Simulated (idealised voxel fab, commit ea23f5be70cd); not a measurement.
Title: Process Module voxel transistor to metal
Pictured: cross-section cut, 185 nm wide, on a grid of 5 nm square cells.
Notation: cross-section as square-cell grid; stated in bands, top first, going down; one or more cell rows per band.
Read a band's entry like this: the first values are the height of its top and the height of its bottom in nm, and what follows is the sequence of materials from left to right, each with its width in nm. Note that "blank" is empty space, and that a single material marked "everywhere" reaches across the band from edge to edge.
Height datum 0, below which the as-received substrate wafer is one material. Lowest band open at the bottom, running downward: "0 nm and below".
The width entry "30->40" should be interpreted row by row: the top row of cells in the band takes the first number, the bottom row takes the second number, and the change between adjacent rows is uniform throughout.
Step note "no modifications" = no cross-section cell changed.
Empty spaces without an open route to the top, at least 8 cells in extent, make up the entry "Sealed internal cavities"; each is given as width x height at distance, where the distance is measured from the left edge, and all are in nm.
On a step's line, text after the settings is the simulator commenting on that step.
overlay nm, on a step with a mask: how far to the right of its planned place the mask lay; to the left if negative
STEPS IN THE PROCESS PLAN
1: RECEIVE, material Si
2: OXIDIZE, depth nm 5
3: CONFORMAL_DEP, material SiN, thk nm 10
4: DIRECTIONAL_DEP, material aC, thk nm 15
5: PATTERN, tone cover, mask id ACTIVE, material resist, width nm 110, thk nm 30, overlay nm 0
6: DIRECTIONAL_ETCH, etch materials aC, depth nm 15
7: STRIP, etch materials resist
8: DIRECTIONAL_ETCH, etch materials SiN, depth nm 10
9: DIRECTIONAL_ETCH, etch materials SiO2, depth nm 5
10: DIRECTIONAL_ETCH, etch materials Si, depth nm 30
11: STRIP, etch materials aC
12: FILL_DEP, material SiO2, thk nm 15
13: CMP, height nm 10
14: SELECTIVE_ETCH, etch materials SiO2, depth nm 10
15: STRIP, etch materials SiN
16: SELECTIVE_ETCH, etch materials SiO2, depth nm 5
17: OXIDIZE, depth nm 5
18: DIRECTIONAL_DEP, material polySi, thk nm 20
19: DIRECTIONAL_DEP, material SiCN, thk nm 10
20: MASKED_ETCH, tone cover, mask id GATE, width nm 30, etch materials SiCN, depth nm 20, overlay nm 0
21: MASKED_ETCH, tone cover, mask id GATE, width nm 30, etch materials polySi, depth nm 30, overlay nm 0
22: CONFORMAL_DEP, material SiO2, thk nm 5
23: DIRECTIONAL_ETCH, etch materials SiO2, depth nm 5
24: CONFORMAL_DEP, material SiN, thk nm 5
25: DIRECTIONAL_ETCH, etch materials SiN, depth nm 5
26: DIRECTIONAL_ETCH, etch materials SiO2, depth nm 5
27: DIRECTIONAL_ETCH, etch materials Si, depth nm 10
28: EPI, material nSi, thk nm 15
29: FILL_DEP, material SiO2, thk nm 5
30: CMP, height nm 15
31: STRIP, etch materials polySi
32: SELECTIVE_ETCH, etch materials SiO2, depth nm 5
33: CONFORMAL_DEP, material HfO2, thk nm 5
34: CONFORMAL_DEP, material TiN, thk nm 5
35: FILL_DEP, material W, thk nm 10
36: CMP, height nm 10
37: DIRECTIONAL_DEP, material SiO2, thk nm 10
38: DIRECTIONAL_DEP, material aC, thk nm 10
39: PATTERN, tone open, mask id CONTACT, material resist, width nm 15, pitch nm 75, thk nm 30, overlay nm 0
40: DIRECTIONAL_ETCH, etch materials aC, depth nm 10
41: STRIP, etch materials resist
42: DIRECTIONAL_ETCH, etch materials SiO2, depth nm 25
43: STRIP, etch materials aC
44: CONFORMAL_DEP, material TiN, thk nm 5
45: FILL_DEP, material Ru, thk nm 10
46: CMP, height nm 20
47: CONFORMAL_DEP, material SiN, thk nm 5
48: DIRECTIONAL_DEP, material lowk, thk nm 25
49: MASKED_ETCH, tone open, mask id METAL_1, width nm 15, pitch nm 75, etch materials lowk, depth nm 25, overlay nm 0
50: MASKED_ETCH, tone open, mask id METAL_1, width nm 15, pitch nm 75, etch materials SiN, depth nm 5, overlay nm 0
51: CONFORMAL_DEP, material TiN, thk nm 5
52: FILL_DEP, material Ru, thk nm 10
53: CMP, height nm 50
54: EPI, material Ru, thk nm 5
55: FILL_DEP, material SiCN, thk nm 5
56: DIRECTIONAL_DEP, material lowk, thk nm 30
57: PATTERN, tone open, mask id METAL_2, material resist, width nm 15, pitch nm 75, thk nm 15, overlay nm 0
58: DIRECTIONAL_ETCH, etch materials lowk, depth nm 20
59: STRIP, etch materials resist
60: MASKED_ETCH, tone open, mask id METAL_2_HOLES, width nm 15, pitch nm 75, etch materials lowk, depth nm 10, overlay nm 0
61: MASKED_ETCH, tone open, mask id METAL_2_HOLES, width nm 15, pitch nm 75, etch materials SiCN, depth nm 5, overlay nm 0
62: CONFORMAL_DEP, material TiN, thk nm 5
63: FILL_DEP, material Cu, thk nm 10
64: CMP, height nm 90
65: CONFORMAL_DEP, material SiN, thk nm 5
AS-RECEIVED WAFER CROSS-SECTION (AFTER STEP 1)
- 0 nm and below  Si everywhere
- Sealed internal cavities: none
POST-MODULE CROSS-SECTION: IDENTICAL START AND PLAN TO THOSE ABOVE, ONE MISSTEP IN EXECUTION
- 95 nm to 90 nm  SiN everywhere
- 90 nm to 60 nm  lowk everywhere
- 60 nm to 55 nm  SiCN everywhere
- 55 nm to 50 nm  40 of SiCN, then 25 of Ru, then 50 of SiCN, then 25 of Ru, then 45 of SiCN
- 50 nm to 25 nm  45 of lowk, then 5 of TiN, then 5 of Ru, then 5 of TiN, then 60 of lowk, then 5 of TiN, then 5 of Ru, then 5 of TiN, then 50 of lowk
- 25 nm to 20 nm  45 of SiN, then 15 of TiN, then 60 of SiN, then 15 of TiN, then 50 of SiN
- 20 nm to 10 nm  45 of SiO2, then 5 of TiN, then 5 of Ru, then 5 of TiN, then 60 of SiO2, then 5 of TiN, then 5 of Ru, then 5 of TiN, then 50 of SiO2
- 10 nm to 5 nm  45 of SiO2, then 15 of TiN, then 5 of SiO2, then 5 of SiN, then 5 of HfO2, then 5 of TiN, then 20 of W, then 5 of TiN, then 5 of HfO2, then 5 of SiN, then 5 of SiO2, then 15 of TiN, then 50 of SiO2
- 5 nm to 0 nm  45 of SiO2, then 5 of TiN, then 15 of nSi, then 5 of SiN, then 5 of HfO2, then 5 of TiN, then 20 of W, then 5 of TiN, then 5 of HfO2, then 5 of SiN, then 15 of nSi, then 5 of TiN, then 50 of SiO2
- 0 nm to -5 nm  45 of SiO2, then 5 of TiN, then 15 of nSi, then 5 of SiN, then 5 of HfO2, then 30 of TiN, then 5 of HfO2, then 5 of SiN, then 15 of nSi, then 5 of TiN, then 50 of SiO2
- -5 nm to -10 nm  30 of SiO2, then 35 of nSi, then 5 of SiO2, then 40 of HfO2, then 5 of SiO2, then 35 of nSi, then 35 of SiO2
- -10 nm to -20 nm  35 of SiO2, then 30 of nSi, then 50 of Si, then 30 of nSi, then 40 of SiO2
- -20 nm to -35 nm  35 of SiO2, then 110 of Si, then 40 of SiO2
- -35 nm and below  Si everywhere
- Sealed internal cavities: none
Error vs. plan: step 56 from the plan got run twice
